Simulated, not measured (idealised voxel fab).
Process module in this document: voxel wiring stack
Cross-section cut spans 230 nm and uses square cells 5 nm in size.
Cross-section spec: square-cell grid; bands listed top down; each band is one or more rows. Top height, bottom height, nm. Materials left to right, width each, nm. Single material + "all across" = fills band edge to edge. "blank" = empty. Below 0: as-received wafer, all one material; heights counted from there. Lowest band: no bottom, goes on down, written "0 down". The expression "30->40" gives the width at the extremes of the band, the first number at its top row of cells and the second at its bottom row, with the width changing by equal amounts from each row to the next in between. Given "same as before" for a step, no cell of the cross-section differs between before and after that step. Empty spaces counting at least 8 cells and having no open way to the top are listed in "Enclosed void list". The notation width x height at distance is used for each, the distance being from the left edge and all three values in nm. On a step's line, text after the settings is the simulator commenting on that step. Each step line may optionally specify "overlay nm", which for a step with a mask gives the rightward distance between the mask's planned place and where it lay, a negative value indicating the leftward direction. Read each pair as before and after one process step. The after cross-section shows only down to the lowest band that changed. The step between them and its settings are given below the pair. Pairs can come from different runs of this module on the same starting wafer. A pair continues from the pair above only where its "Prior state" entry says so.

Prior state:
* 60 to 40 | lowk (50), TiN (5), Cu (5), TiN (5), lowk (20), TiN (5), Cu (5), TiN (5), lowk (20), TiN (5), Cu (5), TiN (5), lowk (20), TiN (5), Cu (5), TiN (5), lowk (60)
* 40 to 35 | SiCN (50), TiN (15), SiCN (20), TiN (15), SiCN (20), TiN (15), SiCN (20), TiN (15), SiCN (60)
* 35 to 30 | Ru all across
* 30 to 15 | TiN all across
* 15 to 10 | SiCN all across
* 10 to 0 | SiO2 all across
* 0 down | Si all across
* Enclosed void list: none

Resultant Cross-Section:
* 65 to 60 | TiN all across
* Below 60 it's all the same as before, nothing changed down there.
* Enclosed void list: none
Step sandwiched between the two cross-sections above: DIRECTIONAL_DEP,material TiN,thk nm 5

Prior state: taken from the pair above, after panel.

Resultant Cross-Section:
* 85 to 65 | W all across
* Below 65 it's all the same as before, nothing changed down there.
* Enclosed void list: none
Step sandwiched between the two cross-sections above: DIRECTIONAL_DEP,material W,thk nm 20

Prior state: taken from the pair above, after panel.

Resultant Cross-Section:
* 100 to 85 | blank (50), resist (20), blank (15), resist (20), blank (15), resist (20), blank (15), resist (20), blank (55)
* Below 85 it's all the same as before, nothing changed down there.
* Enclosed void list: none
Step sandwiched between the two cross-sections above: PATTERN,tone cover,mask id METAL_2,material resist,width nm 20,pitch nm 35,thk nm 15,overlay nm 0

Prior state: taken from the pair above, after panel.

Resultant Cross-Section:
* 100 to 85 | blank (50), resist (20), blank (15), resist (20), blank (15), resist (20), blank (15), resist (20), blank (55)
* 85 to 65 | blank (50), W (20), blank (15), W (20), blank (15), W (20), blank (15), W (20), blank (55)
* Below 65 it's all the same as before, nothing changed down there.
* Enclosed void list: none
Step sandwiched between the two cross-sections above: DIRECTIONAL_ETCH,etch materials W,depth nm 20

Prior state: taken from the pair above, after panel.

Resultant Cross-Section:
* 100 to 85 | blank (50), resist (20), blank (15), resist (20), blank (15), resist (20), blank (15), resist (20), blank (55)
* 85 to 65 | blank (50), W (20), blank (15), W (20), blank (15), W (20), blank (15), W (20), blank (55)
* 65 to 60 | blank (50), TiN (20), blank (15), TiN (20), blank (15), TiN (20), blank (15), TiN (20), blank (55)
* Below 60 it's all the same as before, nothing changed down there.
* Enclosed void list: none
Step sandwiched between the two cross-sections above: DIRECTIONAL_ETCH,etch materials TiN,depth nm 5

Prior state: taken from the pair above, after panel.

Resultant Cross-Section:
* 85 to 65 | blank (50), W (20), blank (15), W (20), blank (15), W (20), blank (15), W (20), blank (55)
* Below 65 it's all the same as before, nothing changed down there.
* Enclosed void list: none
Step sandwiched between the two cross-sections above: STRIP,etch materials resist

Prior state: taken from the pair above, after panel.

Resultant Cross-Section:
* 95 to 85 | lowk all across
* 85 to 65 | lowk (50), W (20), lowk (15), W (20), lowk (15), W (20), lowk (15), W (20), lowk (55)
* 65 to 60 | lowk (50), TiN (20), lowk (15), TiN (20), lowk (15), TiN (20), lowk (15), TiN (20), lowk (55)
* Below 60 it's all the same as before, nothing changed down there.
* Enclosed void list: none
Step sandwiched between the two cross-sections above: FILL_DEP,material lowk,thk nm 10

Prior state: taken from the pair above, after panel.

Resultant Cross-Section:
* 85 to 65 | lowk (50), W (20), lowk (15), W (20), lowk (15), W (20), lowk (15), W (20), lowk (55)
* Below 65 it's all the same as before, nothing changed down there.
* Enclosed void list: none
Step sandwiched between the two cross-sections above: CMP,height nm 85

Prior state: taken from the pair above, after panel.

Resultant Cross-Section:
* 90 to 85 | SiCN all across
* Below 85 it's all the same as before, nothing changed down there.
* Enclosed void list: none
Step sandwiched between the two cross-sections above: CONFORMAL_DEP,material SiCN,thk nm 5

Prior state: taken from the pair above, after panel.

Resultant Cross-Section:
* 120 to 90 | SiO2 all across
* Below 90 it's all the same as before, nothing changed down there.
* Enclosed void list: none
Step sandwiched between the two cross-sections above: DIRECTIONAL_DEP,material SiO2,thk nm 30

Prior state: taken from the pair above, after panel.

Resultant Cross-Section:
* 130 to 120 | aC all across
* Below 120 it's all the same as before, nothing changed down there.
* Enclosed void list: none
Step sandwiched between the two cross-sections above: DIRECTIONAL_DEP,material aC,thk nm 10

Prior state: taken from the pair above, after panel.

Resultant Cross-Section:
* 155 to 130 | resist (50), blank (15), resist (55), blank (15), resist (95)
* Below 130 it's all the same as before, nothing changed down there.
* Enclosed void list: none
Step sandwiched between the two cross-sections above: PATTERN,tone open,mask id METAL_3_HOLES,material resist,width nm 15,pitch nm 70,thk nm 25,overlay nm 0

Prior state: taken from the pair above, after panel.

Resultant Cross-Section:
* 145 to 130 | resist (50), blank (15), resist (55), blank (15), resist (95)
* 130 to 120 | aC (50), blank (15), aC (55), blank (15), aC (95)
* Below 120 it's all the same as before, nothing changed down there.
* Enclosed void list: none
Step sandwiched between the two cross-sections above: DIRECTIONAL_ETCH,etch materials aC,depth nm 10

Prior state: taken from the pair above, after panel.

Resultant Cross-Section:
* 130 to 120 | aC (50), blank (15), aC (55), blank (15), aC (95)
* Below 120 it's all the same as before, nothing changed down there.
* Enclosed void list: none
Step sandwiched between the two cross-sections above: STRIP,etch materials resist

Prior state: taken from the pair above, after panel.

Resultant Cross-Section:
* 130 to 120 | aC (50), blank (15), aC (55), blank (15), aC (95)
* 120 to 90 | SiO2 (50), blank (15), SiO2 (55), blank (15), SiO2 (95)
* Below 90 it's all the same as before, nothing changed down there.
* Enclosed void list: none
Step sandwiched between the two cross-sections above: DIRECTIONAL_ETCH,etch materials SiO2,depth nm 30

Prior state: taken from the pair above, after panel.

Resultant Cross-Section:
* 120 to 90 | SiO2 (50), blank (15), SiO2 (55), blank (15), SiO2 (95)
* Below 90 it's all the same as before, nothing changed down there.
* Enclosed void list: none
Step sandwiched between the two cross-sections above: STRIP,etch materials aC

Prior state: taken from the pair above, after panel.

Resultant Cross-Section:
* 140 to 120 | resist (50), blank (20), resist (15), blank (20), resist (15), blank (20), resist (15), blank (20), resist (55)
* Below 120 it's all the same as before, nothing changed down there.
* Enclosed void list: none
Step sandwiched between the two cross-sections above: PATTERN,tone open,mask id METAL_3,material resist,width nm 20,pitch nm 35,thk nm 20,overlay nm 0

Prior state: taken from the pair above, after panel.

Resultant Cross-Section:
* 140 to 120 | resist (50), blank (20), resist (15), blank (20), resist (15), blank (20), resist (15), blank (20), resist (55)
* 120 to 105 | SiO2 (50), blank (20), SiO2 (15), blank (20), SiO2 (15), blank (20), SiO2 (15), blank (20), SiO2 (55)
* Below 105 it's all the same as before, nothing changed down there.
* Enclosed void list: none
Step sandwiched between the two cross-sections above: DIRECTIONAL_ETCH,etch materials SiO2,depth nm 15

Prior state: taken from the pair above, after panel.

Resultant Cross-Section:
* 140 to 120 | resist (50), blank (20), resist (15), blank (20), resist (15), blank (20), resist (15), blank (20), resist (55)
* 120 to 105 | SiO2 (50), blank (20), SiO2 (15), blank (20), SiO2 (15), blank (20), SiO2 (15), blank (20), SiO2 (55)
* 105 to 90 | SiO2 (50), blank (15), SiO2 (55), blank (15), SiO2 (95)
* 90 to 85 | SiCN (50), blank (15), SiCN (55), blank (15), SiCN (95)
* Below 85 it's all the same as before, nothing changed down there.
* Enclosed void list: none
Step sandwiched between the two cross-sections above: DIRECTIONAL_ETCH,etch materials SiCN,depth nm 5

Prior state: taken from the pair above, after panel.

Resultant Cross-Section:
* 120 to 105 | SiO2 (50), blank (20), SiO2 (15), blank (20), SiO2 (15), blank (20), SiO2 (15), blank (20), SiO2 (55)
* Below 105 it's all the same as before, nothing changed down there.
* Enclosed void list: none
Step sandwiched between the two cross-sections above: STRIP,etch materials resist

Prior state: taken from the pair above, after panel.

Resultant Cross-Section:
* 125 to 120 | TiN (55), blank (10), TiN (25), blank (10), TiN (25), blank (10), TiN (25), blank (10), TiN (60)
* 120 to 110 | SiO2 (50), TiN (5), blank (10), TiN (5), SiO2 (15), TiN (5), blank (10), TiN (5), SiO2 (15), TiN (5), blank (10), TiN (5), SiO2 (15), TiN (5), blank (10), TiN (5), SiO2 (55)
* 110 to 105 | SiO2 (50), TiN (5), blank (5), TiN (10), SiO2 (15), TiN (20), SiO2 (15), TiN (5), blank (5), TiN (10), SiO2 (15), TiN (20), SiO2 (55)
* 105 to 90 | SiO2 (50), TiN (5), blank (5), TiN (5), SiO2 (55), TiN (5), blank (5), TiN (5), SiO2 (95)
* 90 to 85 | SiCN (50), TiN (15), SiCN (55), TiN (15), SiCN (95)
* Below 85 it's all the same as before, nothing changed down there.
* Enclosed void list: none
Step sandwiched between the two cross-sections above: CONFORMAL_DEP,material TiN,thk nm 5

Prior state: taken from the pair above, after panel.

Resultant Cross-Section:
* 130 to 125 | Cu all across
* 125 to 120 | TiN (55), Cu (10), TiN (25), Cu (10), TiN (25), Cu (10), TiN (25), Cu (10), TiN (60)
* 120 to 110 | SiO2 (50), TiN (5), Cu (10), TiN (5), SiO2 (15), TiN (5), Cu (10), TiN (5), SiO2 (15), TiN (5), Cu (10), TiN (5), SiO2 (15), TiN (5), Cu (10), TiN (5), SiO2 (55)
* 110 to 105 | SiO2 (50), TiN (5), Cu (5), TiN (10), SiO2 (15), TiN (20), SiO2 (15), TiN (5), Cu (5), TiN (10), SiO2 (15), TiN (20), SiO2 (55)
* 105 to 90 | SiO2 (50), TiN (5), Cu (5), TiN (5), SiO2 (55), TiN (5), Cu (5), TiN (5), SiO2 (95)
* Below 90 it's all the same as before, nothing changed down there.
* Enclosed void list: none
Step sandwiched between the two cross-sections above: FILL_DEP,material Cu,thk nm 5

Prior state: taken from the pair above, after panel.

Resultant Cross-Section:
* 120 to 110 | SiO2 (50), TiN (5), Cu (10), TiN (5), SiO2 (15), TiN (5), Cu (10), TiN (5), SiO2 (15), TiN (5), Cu (10), TiN (5), SiO2 (15), TiN (5), Cu (10), TiN (5), SiO2 (55)
* Below 110 it's all the same as before, nothing changed down there.
* Enclosed void list: none
Step sandwiched between the two cross-sections above: CMP,height nm 120

Prior state: taken from the pair above, after panel.

Resultant Cross-Section:
* 125 to 120 | SiCN all across
* Below 120 it's all the same as before, nothing changed down there.
* Enclosed void list: none
Step sandwiched between the two cross-sections above: CONFORMAL_DEP,material SiCN,thk nm 5

Prior state:
* 30 to 15 | SiO2 all across
* 15 to 10 | SiCN all across
* 10 to 0 | SiO2 all across
* 0 down | Si all across
* Enclosed void list: none

Resultant Cross-Section:
* 30 to 15 | blank (50), SiO2 (20), blank (15), SiO2 (20), blank (15), SiO2 (20), blank (15), SiO2 (20), blank (55)
* Below 15 it's all the same as before, nothing changed down there.
* Enclosed void list: none
Step sandwiched between the two cross-sections above: MASKED_ETCH,tone cover,mask id METAL_1,width nm 20,pitch nm 35,etch materials SiO2,depth nm 15,overlay nm 0

Prior state: taken from the pair above, after panel.

Resultant Cross-Section:
* 35 to 30 | blank (45), TiN (30), blank (5), TiN (30), blank (5), TiN (30), blank (5), TiN (30), blank (50)
* 30 to 20 | blank (45), TiN (5), SiO2 (20), TiN (5), blank (5), TiN (5), SiO2 (20), TiN (5), blank (5), TiN (5), SiO2 (20), TiN (5), blank (5), TiN (5), SiO2 (20), TiN (5), blank (50)
* 20 to 15 | TiN (50), SiO2 (20), TiN (15), SiO2 (20), TiN (15), SiO2 (20), TiN (15), SiO2 (20), TiN (55)
* Below 15 it's all the same as before, nothing changed down there.
* Enclosed void list: none
Step sandwiched between the two cross-sections above: CONFORMAL_DEP,material TiN,thk nm 5

Prior state: taken from the pair above, after panel.

Resultant Cross-Section:
* 40 to 35 | W all across
* 35 to 30 | W (45), TiN (30), W (5), TiN (30), W (5), TiN (30), W (5), TiN (30), W (50)
* 30 to 20 | W (45), TiN (5), SiO2 (20), TiN (5), W (5), TiN (5), SiO2 (20), TiN (5), W (5), TiN (5), SiO2 (20), TiN (5), W (5), TiN (5), SiO2 (20), TiN (5), W (50)
* Below 20 it's all the same as before, nothing changed down there.
* Enclosed void list: none
Step sandwiched between the two cross-sections above: FILL_DEP,material W,thk nm 5

Prior state: taken from the pair above, after panel.

Resultant Cross-Section:
* 30 to 20 | W (45), TiN (5), SiO2 (20), TiN (5), W (5), TiN (5), SiO2 (20), TiN (5), W (5), TiN (5), SiO2 (20), TiN (5), W (5), TiN (5), SiO2 (20), TiN (5), W (50)
* Below 20 it's all the same as before, nothing changed down there.
* Enclosed void list: none
Step sandwiched between the two cross-sections above: CMP,height nm 30

Prior state: taken from the pair above, after panel.

Resultant Cross-Section:
* 35 to 30 | Ru (55), blank (10), Ru (25), blank (10), Ru (25), blank (10), Ru (25), blank (10), Ru (60)
* Below 30 it's all the same as before, nothing changed down there.
* Enclosed void list: none
Step sandwiched between the two cross-sections above: EPI,material Ru,thk nm 5

Prior state: taken from the pair above, after panel.

Resultant Cross-Section:
* 40 to 35 | SiCN all across
* 35 to 30 | Ru (55), SiCN (10), Ru (25), SiCN (10), Ru (25), SiCN (10), Ru (25), SiCN (10), Ru (60)
* Below 30 it's all the same as before, nothing changed down there.
* Enclosed void list: none
Step sandwiched between the two cross-sections above: FILL_DEP,material SiCN,thk nm 5

Prior state: taken from the pair above, after panel.

Resultant Cross-Section:
* 60 to 40 | lowk all across
* Below 40 it's all the same as before, nothing changed down there.
* Enclosed void list: none
Step sandwiched between the two cross-sections above: DIRECTIONAL_DEP,material lowk,thk nm 20

Prior state: taken from the pair above, after panel.

Resultant Cross-Section:
* 60 to 40 | lowk (50), blank (15), lowk (20), blank (15), lowk (20), blank (15), lowk (20), blank (15), lowk (60)
* Below 40 it's all the same as before, nothing changed down there.
* Enclosed void list: none
Step sandwiched between the two cross-sections above: MASKED_ETCH,tone open,mask id PLUG_1,width nm 15,pitch nm 35,etch materials lowk,depth nm 20,overlay nm 0

Prior state: taken from the pair above, after panel.

Resultant Cross-Section:
* 60 to 40 | lowk (50), blank (15), lowk (20), blank (15), lowk (20), blank (15), lowk (20), blank (15), lowk (60)
* 40 to 35 | SiCN (50), blank (15), SiCN (20), blank (15), SiCN (20), blank (15), SiCN (20), blank (15), SiCN (60)
* Below 35 it's all the same as before, nothing changed down there.
* Enclosed void list: none
Step sandwiched between the two cross-sections above: MASKED_ETCH,tone open,mask id PLUG_1,width nm 15,pitch nm 35,etch materials SiCN,depth nm 5,overlay nm 0

Prior state: taken from the pair above, after panel.

Resultant Cross-Section:
* 65 to 60 | TiN (55), blank (5), TiN (30), blank (5), TiN (30), blank (5), TiN (30), blank (5), TiN (65)
* 60 to 40 | lowk (50), TiN (5), blank (5), TiN (5), lowk (20), TiN (5), blank (5), TiN (5), lowk (20), TiN (5), blank (5), TiN (5), lowk (20), TiN (5), blank (5), TiN (5), lowk (60)
* 40 to 35 | SiCN (50), TiN (15), SiCN (20), TiN (15), SiCN (20), TiN (15), SiCN (20), TiN (15), SiCN (60)
* Below 35 it's all the same as before, nothing changed down there.
* Enclosed void list: none
Step sandwiched between the two cross-sections above: CONFORMAL_DEP,material TiN,thk nm 5

Prior state: taken from the pair above, after panel.

Resultant Cross-Section:
* 75 to 65 | Cu all across
* 65 to 60 | TiN (55), Cu (5), TiN (30), Cu (5), TiN (30), Cu (5), TiN (30), Cu (5), TiN (65)
* 60 to 40 | lowk (50), TiN (5), Cu (5), TiN (5), lowk (20), TiN (5), Cu (5), TiN (5), lowk (20), TiN (5), Cu (5), TiN (5), lowk (20), TiN (5), Cu (5), TiN (5), lowk (60)
* Below 40 it's all the same as before, nothing changed down there.
* Enclosed void list: none
Step sandwiched between the two cross-sections above: FILL_DEP,material Cu,thk nm 10

Prior state: taken from the pair above, after panel.

Resultant Cross-Section:
* 60 to 40 | lowk (50), TiN (5), Cu (5), TiN (5), lowk (20), TiN (5), Cu (5), TiN (5), lowk (20), TiN (5), Cu (5), TiN (5), lowk (20), TiN (5), Cu (5), TiN (5), lowk (60)
* Below 40 it's all the same as before, nothing changed down there.
* Enclosed void list: none
Step sandwiched between the two cross-sections above: CMP,height nm 60

Prior state: taken from the pair above, after panel.

Resultant Cross-Section:
* 65 to 60 | TiN all across
* Below 60 it's all the same as before, nothing changed down there.
* Enclosed void list: none
Step sandwiched between the two cross-sections above: DIRECTIONAL_DEP,material TiN,thk nm 5

Prior state: taken from the pair above, after panel.

Resultant Cross-Section:
* 85 to 65 | W all across
* Below 65 it's all the same as before, nothing changed down there.
* Enclosed void list: none
Step sandwiched between the two cross-sections above: DIRECTIONAL_DEP,material W,thk nm 20

Prior state: taken from the pair above, after panel.

Resultant Cross-Section:
* 100 to 85 | blank (50), resist (20), blank (15), resist (20), blank (15), resist (20), blank (15), resist (20), blank (55)
* Below 85 it's all the same as before, nothing changed down there.
* Enclosed void list: none
Step sandwiched between the two cross-sections above: PATTERN,tone cover,mask id METAL_2,material resist,width nm 20,pitch nm 35,thk nm 15,overlay nm 0

Prior state: taken from the pair above, after panel.

Resultant Cross-Section:
* 100 to 85 | blank (50), resist (20), blank (15), resist (20), blank (15), resist (20), blank (15), resist (20), blank (55)
* 85 to 65 | blank (50), W (20), blank (15), W (20), blank (15), W (20), blank (15), W (20), blank (55)
* Below 65 it's all the same as before, nothing changed down there.
* Enclosed void list: none
Step sandwiched between the two cross-sections above: DIRECTIONAL_ETCH,etch materials W,depth nm 20

Prior state: taken from the pair above, after panel.

Resultant Cross-Section:
* 100 to 85 | blank (50), resist (20), blank (15), resist (20), blank (15), resist (20), blank (15), resist (20), blank (55)
* 85 to 65 | blank (50), W (20), blank (15), W (20), blank (15), W (20), blank (15), W (20), blank (55)
* 65 to 60 | blank (50), TiN (20), blank (15), TiN (20), blank (15), TiN (20), blank (15), TiN (20), blank (55)
* Below 60 it's all the same as before, nothing changed down there.
* Enclosed void list: none
Step sandwiched between the two cross-sections above: DIRECTIONAL_ETCH,etch materials TiN,depth nm 5

Prior state: taken from the pair above, after panel.

Resultant Cross-Section:
* 85 to 65 | blank (50), W (20), blank (15), W (20), blank (15), W (20), blank (15), W (20), blank (55)
* Below 65 it's all the same as before, nothing changed down there.
* Enclosed void list: none
Step sandwiched between the two cross-sections above: STRIP,etch materials resist

Prior state: taken from the pair above, after panel.

Resultant Cross-Section:
* 95 to 85 | lowk all across
* 85 to 65 | lowk (50), W (20), lowk (15), W (20), lowk (15), W (20), lowk (15), W (20), lowk (55)
* 65 to 60 | lowk (50), TiN (20), lowk (15), TiN (20), lowk (15), TiN (20), lowk (15), TiN (20), lowk (55)
* Below 60 it's all the same as before, nothing changed down there.
* Enclosed void list: none
Step sandwiched between the two cross-sections above: FILL_DEP,material lowk,thk nm 10

Prior state: taken from the pair above, after panel.

Resultant Cross-Section:
* 85 to 65 | lowk (50), W (20), lowk (15), W (20), lowk (15), W (20), lowk (15), W (20), lowk (55)
* Below 65 it's all the same as before, nothing changed down there.
* Enclosed void list: none
Step sandwiched between the two cross-sections above: CMP,height nm 85

Prior state: taken from the pair above, after panel.

Resultant Cross-Section:
* 90 to 85 | SiCN all across
* Below 85 it's all the same as before, nothing changed down there.
* Enclosed void list: none
Step sandwiched between the two cross-sections above: CONFORMAL_DEP,material SiCN,thk nm 5

Prior state: taken from the pair above, after panel.

Resultant Cross-Section:
* 120 to 90 | SiO2 all across
* Below 90 it's all the same as before, nothing changed down there.
* Enclosed void list: none
Step sandwiched between the two cross-sections above: DIRECTIONAL_DEP,material SiO2,thk nm 30

Prior state: taken from the pair above, after panel.

Resultant Cross-Section:
* 130 to 120 | aC all across
* Below 120 it's all the same as before, nothing changed down there.
* Enclosed void list: none
Step sandwiched between the two cross-sections above: DIRECTIONAL_DEP,material aC,thk nm 10

Prior state: taken from the pair above, after panel.

Resultant Cross-Section:
* 155 to 130 | resist (50), blank (15), resist (55), blank (15), resist (95)
* Below 130 it's all the same as before, nothing changed down there.
* Enclosed void list: none
Step sandwiched between the two cross-sections above: PATTERN,tone open,mask id METAL_3_HOLES,material resist,width nm 15,pitch nm 70,thk nm 25,overlay nm 0

Prior state: taken from the pair above, after panel.

Resultant Cross-Section:
* 145 to 130 | resist (50), blank (15), resist (55), blank (15), resist (95)
* 130 to 120 | aC (50), blank (15), aC (55), blank (15), aC (95)
* Below 120 it's all the same as before, nothing changed down there.
* Enclosed void list: none
Step sandwiched between the two cross-sections above: DIRECTIONAL_ETCH,etch materials aC,depth nm 10

Prior state: taken from the pair above, after panel.

Resultant Cross-Section:
* 130 to 120 | aC (50), blank (15), aC (55), blank (15), aC (95)
* Below 120 it's all the same as before, nothing changed down there.
* Enclosed void list: none
Step sandwiched between the two cross-sections above: STRIP,etch materials resist

Prior state: taken from the pair above, after panel.

Resultant Cross-Section:
* 130 to 120 | aC (50), blank (15), aC (55), blank (15), aC (95)
* 120 to 90 | SiO2 (50), blank (15), SiO2 (55), blank (15), SiO2 (95)
* Below 90 it's all the same as before, nothing changed down there.
* Enclosed void list: none
Step sandwiched between the two cross-sections above: DIRECTIONAL_ETCH,etch materials SiO2,depth nm 30

Prior state: taken from the pair above, after panel.

Resultant Cross-Section:
* 120 to 90 | SiO2 (50), blank (15), SiO2 (55), blank (15), SiO2 (95)
* Below 90 it's all the same as before, nothing changed down there.
* Enclosed void list: none
Step sandwiched between the two cross-sections above: STRIP,etch materials aC

Prior state: taken from the pair above, after panel.

Resultant Cross-Section:
* 140 to 120 | resist (50), blank (20), resist (15), blank (20), resist (15), blank (20), resist (15), blank (20), resist (55)
* Below 120 it's all the same as before, nothing changed down there.
* Enclosed void list: none
Step sandwiched between the two cross-sections above: PATTERN,tone open,mask id METAL_3,material resist,width nm 20,pitch nm 35,thk nm 20,overlay nm 0

Prior state: taken from the pair above, after panel.

Resultant Cross-Section:
* 140 to 120 | resist (50), blank (20), resist (15), blank (20), resist (15), blank (20), resist (15), blank (20), resist (55)
* 120 to 105 | SiO2 (50), blank (20), SiO2 (15), blank (20), SiO2 (15), blank (20), SiO2 (15), blank (20), SiO2 (55)
* Below 105 it's all the same as before, nothing changed down there.
* Enclosed void list: none
Step sandwiched between the two cross-sections above: DIRECTIONAL_ETCH,etch materials SiO2,depth nm 15

Prior state: taken from the pair above, after panel.

Resultant Cross-Section:
* 140 to 120 | resist (50), blank (20), resist (15), blank (20), resist (15), blank (20), resist (15), blank (20), resist (55)
* 120 to 105 | SiO2 (50), blank (20), SiO2 (15), blank (20), SiO2 (15), blank (20), SiO2 (15), blank (20), SiO2 (55)
* 105 to 90 | SiO2 (50), blank (15), SiO2 (55), blank (15), SiO2 (95)
* 90 to 85 | SiCN (50), blank (15), SiCN (55), blank (15), SiCN (95)
* Below 85 it's all the same as before, nothing changed down there.
* Enclosed void list: none
Step sandwiched between the two cross-sections above: DIRECTIONAL_ETCH,etch materials SiCN,depth nm 5

Prior state: taken from the pair above, after panel.

Resultant Cross-Section:
* 120 to 105 | SiO2 (50), blank (20), SiO2 (15), blank (20), SiO2 (15), blank (20), SiO2 (15), blank (20), SiO2 (55)
* Below 105 it's all the same as before, nothing changed down there.
* Enclosed void list: none
Step sandwiched between the two cross-sections above: STRIP,etch materials resist

Prior state: taken from the pair above, after panel.

Resultant Cross-Section:
* 125 to 120 | TiN (55), blank (10), TiN (25), blank (10), TiN (25), blank (10), TiN (25), blank (10), TiN (60)
* 120 to 110 | SiO2 (50), TiN (5), blank (10), TiN (5), SiO2 (15), TiN (5), blank (10), TiN (5), SiO2 (15), TiN (5), blank (10), TiN (5), SiO2 (15), TiN (5), blank (10), TiN (5), SiO2 (55)
* 110 to 105 | SiO2 (50), TiN (5), blank (5), TiN (10), SiO2 (15), TiN (20), SiO2 (15), TiN (5), blank (5), TiN (10), SiO2 (15), TiN (20), SiO2 (55)
* 105 to 90 | SiO2 (50), TiN (5), blank (5), TiN (5), SiO2 (55), TiN (5), blank (5), TiN (5), SiO2 (95)
* 90 to 85 | SiCN (50), TiN (15), SiCN (55), TiN (15), SiCN (95)
* Below 85 it's all the same as before, nothing changed down there.
* Enclosed void list: none
Step sandwiched between the two cross-sections above: CONFORMAL_DEP,material TiN,thk nm 5

Prior state: taken from the pair above, after panel.

Resultant Cross-Section:
* 130 to 125 | Cu all across
* 125 to 120 | TiN (55), Cu (10), TiN (25), Cu (10), TiN (25), Cu (10), TiN (25), Cu (10), TiN (60)
* 120 to 110 | SiO2 (50), TiN (5), Cu (10), TiN (5), SiO2 (15), TiN (5), Cu (10), TiN (5), SiO2 (15), TiN (5), Cu (10), TiN (5), SiO2 (15), TiN (5), Cu (10), TiN (5), SiO2 (55)
* 110 to 105 | SiO2 (50), TiN (5), Cu (5), TiN (10), SiO2 (15), TiN (20), SiO2 (15), TiN (5), Cu (5), TiN (10), SiO2 (15), TiN (20), SiO2 (55)
* 105 to 90 | SiO2 (50), TiN (5), Cu (5), TiN (5), SiO2 (55), TiN (5), Cu (5), TiN (5), SiO2 (95)
* Below 90 it's all the same as before, nothing changed down there.
* Enclosed void list: none
Step sandwiched between the two cross-sections above: FILL_DEP,material Cu,thk nm 5

Prior state: taken from the pair above, after panel.

Resultant Cross-Section:
* 120 to 110 | SiO2 (50), TiN (5), Cu (10), TiN (5), SiO2 (15), TiN (5), Cu (10), TiN (5), SiO2 (15), TiN (5), Cu (10), TiN (5), SiO2 (15), TiN (5), Cu (10), TiN (5), SiO2 (55)
* Below 110 it's all the same as before, nothing changed down there.
* Enclosed void list: none
Step sandwiched between the two cross-sections above: CMP,height nm 120

Prior state: taken from the pair above, after panel.

Resultant Cross-Section:
* 125 to 120 | SiCN all across
* Below 120 it's all the same as before, nothing changed down there.
* Enclosed void list: none
Step sandwiched between the two cross-sections above: CONFORMAL_DEP,material SiCN,thk nm 5
